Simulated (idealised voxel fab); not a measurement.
Name of the process module below: voxel transistor to metal
The cross-section on display is named cut; it measures 140 nm wide, and its cells are 5 nm squares.
When this document writes out a cross-section, it uses a grid of square cells and lists it as bands, beginning at the top and moving down, with a band standing for one or more rows of cells.
The entry gives the band's vertical extent as a top height and a bottom height in nm, then its horizontal make-up as materials from left to right, each with a width in nm. "blank" stands for empty space; a single material marked "full width" fills the band edge to edge.
Height is counted from the level 0, under which the received wafer is composed throughout of one material. The lowest of the bands is not closed at the bottom but continues downward, in the notation "0 -> down".
You'd read "30..40" like this: the band's top row of cells is as wide as the first number, its bottom row is as wide as the second, and going down, every row changes width by the same amount as the row before did.
The cross-section has no changed cell in any step marked "no alteration".
Heads up: "Closed void roster" only lists the empty pockets with no open path to the top that are 8 cells or more, and it writes them as width x height at distance, distance from the left edge, in nm.
The remark found on a step's line after its settings is issued by the simulator itself and pertains to that step.
The setting "overlay nm" may be written on the line of a step. When the step uses a mask, the value reports how far to the right of the planned place the mask lay, and a negative value reports that it lay to the left.
# Steps in the process plan
1 RECEIVE [material Si]
2 CONFORMAL_DEP [material SiO2] [thk nm 5]
3 CONFORMAL_DEP [material SiN] [thk nm 10]
4 MASKED_ETCH [tone cover] [mask id ACTIVE] [width nm 110] [etch materials SiN] [depth nm 10] [overlay nm 0]
5 MASKED_ETCH [tone cover] [mask id ACTIVE] [width nm 110] [etch materials SiO2] [depth nm 5] [overlay nm 0]
6 MASKED_ETCH [tone cover] [mask id ACTIVE] [width nm 110] [etch materials Si] [depth nm 25] [overlay nm 0]
7 FILL_DEP [material SiO2] [thk nm 10]
8 CMP [height nm 15]
9 SELECTIVE_ETCH [etch materials SiO2] [depth nm 5]
10 STRIP [etch materials SiN]
11 SELECTIVE_ETCH [etch materials SiO2] [depth nm 5]
12 OXIDIZE [depth nm 5]
13 DIRECTIONAL_DEP [material polySi] [thk nm 20]
14 DIRECTIONAL_DEP [material SiCN] [thk nm 15]
15 PATTERN [tone cover] [mask id GATE] [material resist] [width nm 20] [thk nm 15] [overlay nm 0]
16 DIRECTIONAL_ETCH [etch materials SiCN] [depth nm 25]
17 DIRECTIONAL_ETCH [etch materials polySi] [depth nm 30]
18 STRIP [etch materials resist]
19 CONFORMAL_DEP [material SiN] [thk nm 5]
20 DIRECTIONAL_ETCH [etch materials SiN] [depth nm 5]
21 DIRECTIONAL_ETCH [etch materials SiO2] [depth nm 5]
22 DIRECTIONAL_ETCH [etch materials Si] [depth nm 5]
23 EPI [material pSi] [thk nm 5]
24 FILL_DEP [material SiO2] [thk nm 10]
25 CMP [height nm 35]
26 DIRECTIONAL_DEP [material SiO2] [thk nm 10]
27 DIRECTIONAL_DEP [material aC] [thk nm 15]
28 PATTERN [tone open] [mask id CONTACT] [material resist] [width nm 30] [pitch nm 60] [thk nm 35] [overlay nm 0]
29 DIRECTIONAL_ETCH [etch materials aC] [depth nm 15]
30 STRIP [etch materials resist]
31 DIRECTIONAL_ETCH [etch materials SiO2] [depth nm 50]
32 STRIP [etch materials aC]
33 CONFORMAL_DEP [material TiN] [thk nm 5]
34 FILL_DEP [material W] [thk nm 5]
35 CMP [height nm 45]
36 DIRECTIONAL_DEP [material TiN] [thk nm 5]
37 DIRECTIONAL_DEP [material W] [thk nm 20]
38 MASKED_ETCH [tone cover] [mask id METAL_1] [width nm 15] [pitch nm 75] [etch materials W] [depth nm 20] [overlay nm 0]
39 MASKED_ETCH [tone cover] [mask id METAL_1] [width nm 15] [pitch nm 75] [etch materials TiN] [depth nm 5] [overlay nm 0]
40 CONFORMAL_DEP [material SiN] [thk nm 5]
41 FILL_DEP [material SiO2] [thk nm 5]
42 CMP [height nm 70]
43 CONFORMAL_DEP [material SiCN] [thk nm 5]
# Delivered wafer in cross-section: state after step 1
	0 -> down  Si full width
	Closed void roster: none
# Same starting wafer, same plan as above, one mistake in the execution; this is the cross-section at the end of the module
	75 -> 70  SiCN full width
	70 -> 50  SiO2=20; SiN=5; W=15; SiN=5; SiO2=50; SiN=5; W=15; SiN=5; SiO2=20
	50 -> 45  SiN=25; TiN=15; SiN=60; TiN=15; SiN=25
	45 -> 35  SiO2=30; TiN=5; W=15; TiN=5; SiO2=35; TiN=5; W=15; TiN=5; SiO2=25
	35 -> 20  SiO2=30; TiN=5; W=15; TiN=5; SiN=5; SiCN=20; SiN=5; SiO2=5; TiN=5; W=15; TiN=5; SiO2=25
	20 -> 5  SiO2=30; TiN=5; W=15; TiN=5; SiN=5; polySi=20; SiN=5; SiO2=5; TiN=5; W=15; TiN=5; SiO2=25
	5 -> 0  SiO2=10; SiN=5; SiO2=15; TiN=5; W=10; TiN=10; SiN=5; polySi=20; SiN=5; SiO2=5; TiN=5; W=15; TiN=5; SiO2=10; SiN=5; SiO2=10
	0 -> -5  SiO2=30; TiN=20; pSi=5; SiO2=30; pSi=5; TiN=25; SiO2=25
	-5 -> -10  SiO2=15; pSi=40; Si=30; pSi=40; SiO2=15
	-10 -> -25  SiO2=15; Si=110; SiO2=15
	-25 -> down  Si full width
	Closed void roster: none
Misprocessing identified: heads up, step 28 didn't go per plan, it actually ran as PATTERN [tone open] [mask id CONTACT] [material resist] [width nm 25] [pitch nm 60] [thk nm 35] [overlay nm 0]
